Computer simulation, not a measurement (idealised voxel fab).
The following process module bears the name voxel transistor to metal.
Shown is cross-section cut, with a width of 300 nm and square cells of size 5 nm.
Format of a cross-section: grid, square cells. Given as bands. Order: top down. Band: one or more rows of cells.
Each band's line starts with the height of the band's top and of its bottom, in nm. Then come its materials from left to right, each with its width in nm. One material with "everywhere" fills the band from edge to edge. "blank" is empty space.
The reference from which all heights are counted is 0, the level beneath which the as-received wafer is entirely one material; the lowest band, having no lower bound, proceeds downward and is written after the example "from 0 down".
Quick explanation for "30..40": the width changes in equal steps down the rows of cells, from the first number in the band's top row to the second number in its bottom row.
"stayed the same", as given for a step, is the statement that not any cell of the cross-section underwent a change during that step.
If an empty space has no open way to the top and is at least 8 cells in size, "Enclosed void entries" lists it, written width x height at distance, where distance is measured from the left edge and every value is in nm.
The remark found on a step's line after its settings is issued by the simulator itself and pertains to that step.
For masked steps, "overlay nm" on the step line gives how far right of plan the mask actually lay; a minus sign means it lay to the left.

**Planned step list for the process**
- 1: RECEIVE [material Si]
- 2: OXIDIZE [depth nm 5]
- 3: CONFORMAL_DEP [material SiN] [thk nm 10]
- 4: MASKED_ETCH [tone cover] [mask id ACTIVE] [width nm 110] [pitch nm 130] [etch materials SiN] [depth nm 10] [overlay nm 0]
- 5: MASKED_ETCH [tone cover] [mask id ACTIVE] [width nm 110] [pitch nm 130] [etch materials SiO2] [depth nm 5] [overlay nm 0]
- 6: MASKED_ETCH [tone cover] [mask id ACTIVE] [width nm 110] [pitch nm 130] [etch materials Si] [depth nm 10] [overlay nm 0]
- 7: FILL_DEP [material SiO2] [thk nm 5]
- 8: CMP [height nm 10]
- 9: SELECTIVE_ETCH [etch materials SiO2] [depth nm 10]
- 10: STRIP [etch materials SiN]
- 11: SELECTIVE_ETCH [etch materials SiO2] [depth nm 5]
- 12: OXIDIZE [depth nm 5]
- 13: DIRECTIONAL_DEP [material polySi] [thk nm 20]
- 14: DIRECTIONAL_DEP [material SiCN] [thk nm 10]
- 15: DIRECTIONAL_DEP [material aC] [thk nm 15]
- 16: PATTERN [tone cover] [mask id GATE] [material resist] [width nm 30] [pitch nm 130] [thk nm 30] [overlay nm 0]
- 17: DIRECTIONAL_ETCH [etch materials aC] [depth nm 15]
- 18: STRIP [etch materials resist]
- 19: DIRECTIONAL_ETCH [etch materials SiCN] [depth nm 20]
- 20: DIRECTIONAL_ETCH [etch materials polySi] [depth nm 30]
- 21: STRIP [etch materials aC]
- 22: CONFORMAL_DEP [material SiO2] [thk nm 5]
- 23: DIRECTIONAL_ETCH [etch materials SiO2] [depth nm 5]
- 24: CONFORMAL_DEP [material SiN] [thk nm 5]
- 25: DIRECTIONAL_ETCH [etch materials SiN] [depth nm 5]
- 26: DIRECTIONAL_ETCH [etch materials SiO2] [depth nm 5]
- 27: DIRECTIONAL_ETCH [etch materials Si] [depth nm 15]
- 28: EPI [material SiGe] [thk nm 15]
- 29: FILL_DEP [material SiO2] [thk nm 10]
- 30: CMP [height nm 15]
- 31: STRIP [etch materials polySi]
- 32: SELECTIVE_ETCH [etch materials SiO2] [depth nm 5]
- 33: CONFORMAL_DEP [material HfO2] [thk nm 5]
- 34: CONFORMAL_DEP [material TiN] [thk nm 5]
- 35: FILL_DEP [material W] [thk nm 10]
- 36: CMP [height nm 10]
- 37: DIRECTIONAL_DEP [material SiO2] [thk nm 10]
- 38: MASKED_ETCH [tone open] [mask id CONTACT] [width nm 15] [etch materials SiO2] [depth nm 30] [overlay nm 0]
- 39: CONFORMAL_DEP [material TiN] [thk nm 5]
- 40: FILL_DEP [material W] [thk nm 5]
- 41: CMP [height nm 20]
- 42: CONFORMAL_DEP [material SiCN] [thk nm 5]
- 43: DIRECTIONAL_DEP [material SiO2] [thk nm 15]
- 44: DIRECTIONAL_DEP [material aC] [thk nm 15]
- 45: PATTERN [tone open] [mask id METAL_1] [material resist] [width nm 15] [thk nm 35] [overlay nm 0]
- 46: DIRECTIONAL_ETCH [etch materials aC] [depth nm 15]
- 47: STRIP [etch materials resist]
- 48: DIRECTIONAL_ETCH [etch materials SiO2] [depth nm 15]
- 49: DIRECTIONAL_ETCH [etch materials SiCN] [depth nm 5]
- 50: STRIP [etch materials aC]
- 51: CONFORMAL_DEP [material TiN] [thk nm 5]
- 52: FILL_DEP [material W] [thk nm 10]
- 53: CMP [height nm 40]
- 54: CONFORMAL_DEP [material SiN] [thk nm 5]
Among the wafers covered here, the point of difference is the depth nm at step 6; their starting state is shared, and the plan presents the value of the first wafer.

**The first of several wafers as received, shown in cross-section; this is its state after step 1**
- from 0 down | Si everywhere
- Enclosed void entries: none

**The cross-section of the first of several wafers is given below for the end of the module, after its final step, step 54**
- from 45 to 40 | SiN everywhere
- from 40 to 25 | SiO2=40; TiN=5; W=5; TiN=5; SiO2=60; TiN=5; W=5; TiN=5; SiO2=40; TiN=5; W=5; TiN=5; SiO2=60; TiN=5; W=5; TiN=5; SiO2=40
- from 25 to 20 | SiCN=40; TiN=15; SiCN=60; TiN=15; SiCN=40; TiN=15; SiCN=60; TiN=15; SiCN=40
- from 20 to 10 | SiO2=40; TiN=5; W=5; TiN=5; SiO2=60; TiN=5; W=5; TiN=5; SiO2=40; TiN=5; W=5; TiN=5; SiO2=60; TiN=5; W=5; TiN=5; SiO2=40
- from 10 to 5 | SiO2=40; TiN=15; SiO2=5; SiN=5; HfO2=5; TiN=5; W=20; TiN=5; HfO2=5; SiN=5; SiO2=5; TiN=15; SiO2=40; TiN=15; SiO2=5; SiN=5; HfO2=5; TiN=5; W=20; TiN=5; HfO2=5; SiN=5; SiO2=5; TiN=15; SiO2=40
- from 5 to 0 | SiO2=40; TiN=5; SiGe=15; SiN=5; HfO2=5; TiN=5; W=20; TiN=5; HfO2=5; SiN=5; SiGe=15; TiN=5; SiO2=40; TiN=5; SiGe=15; SiN=5; HfO2=5; TiN=5; W=20; TiN=5; HfO2=5; SiN=5; SiGe=15; TiN=5; SiO2=40
- from 0 to -5 | SiO2=20; SiGe=40; SiN=5; HfO2=5; TiN=30; HfO2=5; SiN=5; SiGe=80; SiN=5; HfO2=5; TiN=30; HfO2=5; SiN=5; SiGe=40; SiO2=20
- from -5 to -10 | SiO2=20; SiGe=40; SiO2=5; HfO2=40; SiO2=5; SiGe=80; SiO2=5; HfO2=40; SiO2=5; SiGe=40; SiO2=20
- from -10 to -15 | SiO2=30; SiGe=30; Si=50; SiGe=30; SiO2=20; SiGe=30; Si=50; SiGe=30; SiO2=30
- from -15 to -25 | Si=30; SiGe=30; Si=50; SiGe=30; Si=20; SiGe=30; Si=50; SiGe=30; Si=30
- from -25 down | Si everywhere
- Enclosed void entries: none

**Wafer cross-section (last wafer, module end)**
- from 45 to 40 | SiN everywhere
- from 40 to 25 | SiO2=40; TiN=5; W=5; TiN=5; SiO2=60; TiN=5; W=5; TiN=5; SiO2=40; TiN=5; W=5; TiN=5; SiO2=60; TiN=5; W=5; TiN=5; SiO2=40
- from 25 to 20 | SiCN=40; TiN=15; SiCN=60; TiN=15; SiCN=40; TiN=15; SiCN=60; TiN=15; SiCN=40
- from 20 to 10 | SiO2=40; TiN=5; W=5; TiN=5; SiO2=60; TiN=5; W=5; TiN=5; SiO2=40; TiN=5; W=5; TiN=5; SiO2=60; TiN=5; W=5; TiN=5; SiO2=40
- from 10 to 5 | SiO2=40; TiN=15; SiO2=5; SiN=5; HfO2=5; TiN=5; W=20; TiN=5; HfO2=5; SiN=5; SiO2=5; TiN=15; SiO2=40; TiN=15; SiO2=5; SiN=5; HfO2=5; TiN=5; W=20; TiN=5; HfO2=5; SiN=5; SiO2=5; TiN=15; SiO2=40
- from 5 to 0 | SiO2=40; TiN=5; SiGe=15; SiN=5; HfO2=5; TiN=5; W=20; TiN=5; HfO2=5; SiN=5; SiGe=15; TiN=5; SiO2=40; TiN=5; SiGe=15; SiN=5; HfO2=5; TiN=5; W=20; TiN=5; HfO2=5; SiN=5; SiGe=15; TiN=5; SiO2=40
- from 0 to -5 | SiO2=40; TiN=5; SiGe=15; SiN=5; HfO2=5; TiN=30; HfO2=5; SiN=5; SiGe=15; TiN=5; SiO2=40; TiN=5; SiGe=15; SiN=5; HfO2=5; TiN=30; HfO2=5; SiN=5; SiGe=15; TiN=5; SiO2=40
- from -5 to -10 | SiO2=40; TiN=5; SiGe=15; SiO2=5; HfO2=40; SiO2=5; SiGe=15; TiN=5; SiO2=40; TiN=5; SiGe=15; SiO2=5; HfO2=40; SiO2=5; SiGe=15; TiN=5; SiO2=40
- from -10 to -25 | SiO2=30; SiGe=30; Si=50; SiGe=30; SiO2=20; SiGe=30; Si=50; SiGe=30; SiO2=30
- from -25 to -40 | SiO2=30; Si=110; SiO2=20; Si=110; SiO2=30
- from -40 down | Si everywhere
- Enclosed void entries: none

**The rows of the table below are wafers. Looking at the end of the module, a row counts, for every material, the cells the wafer has gained, shown as (+), or lost, shown as (-), since it was received; its closed voids come next**
depth nm 10, +28 HfO2, -208 Si, +48 SiCN, +148 SiGe, +72 SiN, +328 SiO2, +88 TiN, +36 W, Enclosed void entries: none
depth nm 15, +28 HfO2, -224 Si, +48 SiCN, +124 SiGe, +72 SiN, +364 SiO2, +92 TiN, +36 W, Enclosed void entries: none
depth nm 20, +28 HfO2, -240 Si, +48 SiCN, +108 SiGe, +72 SiN, +392 SiO2, +96 TiN, +36 W, Enclosed void entries: none
depth nm 25, +28 HfO2, -256 Si, +48 SiCN, +108 SiGe, +72 SiN, +408 SiO2, +96 TiN, +36 W, Enclosed void entries: none
depth nm 30, +28 HfO2, -272 Si, +48 SiCN, +108 SiGe, +72 SiN, +424 SiO2, +96 TiN, +36 W, Enclosed void entries: none
depth nm 35, +28 HfO2, -288 Si, +48 SiCN, +108 SiGe, +72 SiN, +440 SiO2, +96 TiN, +36 W, Enclosed void entries: none
